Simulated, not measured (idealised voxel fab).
Presented below is a process module, voxel local oxidation.
Section shown: cut. Width: 290 nm. Cell size: 5 nm, square.
Throughout this document, each cross-section is represented as a grid of square cells and is presented as a sequence of bands enumerated from the top downward, where a band comprises one or more rows of cells. Each band's line starts with the height of the band's top and of its bottom, in nm. Then come its materials from left to right, each with its width in nm. One material with "all across" fills the band from edge to edge. "blank" is empty space. Heights are reckoned from 0. Under this level, the received wafer is all of one material. The bottommost band is open-ended downward, for example "z 0 and below". Think of "30..40" as a width that walks from the first number to the second as you go down the band, top row to bottom row, taking equal-sized steps from row to row. The cross-section has no changed cell in any step marked "nothing altered". The label "Enclosed void entries" introduces a list of the empty spaces, 8 cells or larger, that have no open way up to the top; each entry in it reads width x height at distance, where the distance is taken from the left edge and all three are stated in nm. On a step's line, text after the settings is the simulator commenting on that step. overlay nm, on a step with a mask: how far to the right of its planned place the mask lay; to the left if negative.

[Listed below are the process steps as planned]
| 1 | RECEIVE | material Si |
| 2 | CONFORMAL_DEP | material SiO2 | thk nm 5 |
| 3 | CONFORMAL_DEP | material SiN | thk nm 15 |
| 4 | MASKED_ETCH | tone cover | mask id ACTIVE | width nm 90 | pitch nm 130 | etch materials SiN | depth nm 15 | overlay nm 0 |
| 5 | SELECTIVE_ETCH | etch materials SiO2 | depth nm 5 |
| 6 | OXIDIZE | depth nm 15 |
| 7 | STRIP | etch materials SiN |

[Of two wafers, the first: run according to plan]

[Delivered wafer in cross-section: state after step 1]
z 0 and below = Si all across
Enclosed void entries: none

[The wafer in cross-section once step 2 is complete]
z 5 to 0 = SiO2 all across
Rest of section, below 0: as before.

[The wafer in cross-section once step 3 is complete]
z 20 to 5 = SiN all across
Rest of section, below 5: as before.

[The wafer in cross-section once step 4 is complete]
z 20 to 5 = blank=35; SiN=90; blank=40; SiN=90; blank=35
Rest of section, below 5: as before.

[The wafer in cross-section once step 5 is complete]
z 20 to 5 = blank=35; SiN=90; blank=40; SiN=90; blank=35
z 5 to 0 = blank=40; SiO2=80; blank=50; SiO2=80; blank=40
Rest of section, below 0: as before.

[The wafer in cross-section once step 6 is complete]
z 20 to 5 = blank=35; SiN=90; blank=40; SiN=90; blank=35
z 5 to 0 = blank=40; SiO2=80; blank=50; SiO2=80; blank=40
z 0 to -15 = SiO2=55; Si=50; SiO2=80; Si=50; SiO2=55
Rest of section, below -15: as before.

[The wafer in cross-section once step 7 is complete]
z 5 to 0 = blank=40; SiO2=80; blank=50; SiO2=80; blank=40
Rest of section, below 0: as before.

[Now the other wafer: same start, same recipe, but we messed up one thing when running it. Up to and including step 5 it's the same as the first one]

[Cross-section of the second wafer when, according to plan, step 6 should have finished]
z 20 to 5 = blank=35; SiN=90; blank=40; SiN=90; blank=35
z 5 to 0 = blank=40; SiO2=80; blank=50; SiO2=80; blank=40
z 0 to -15 = SiO2=55; Si=50; SiO2=80; Si=50; SiO2=55
Rest of section, below -15: as before.

[Cross-section of the second wafer when, according to plan, step 7 should have finished]
z 5 to 0 = blank=40; SiO2=80; blank=50; SiO2=80; blank=40
Rest of section, below 0: as before.
Short version of what went wrong: the plan's step 6 ran twice
Result: same final cross-section on the two wafers, so no effect from the mistake in this model.
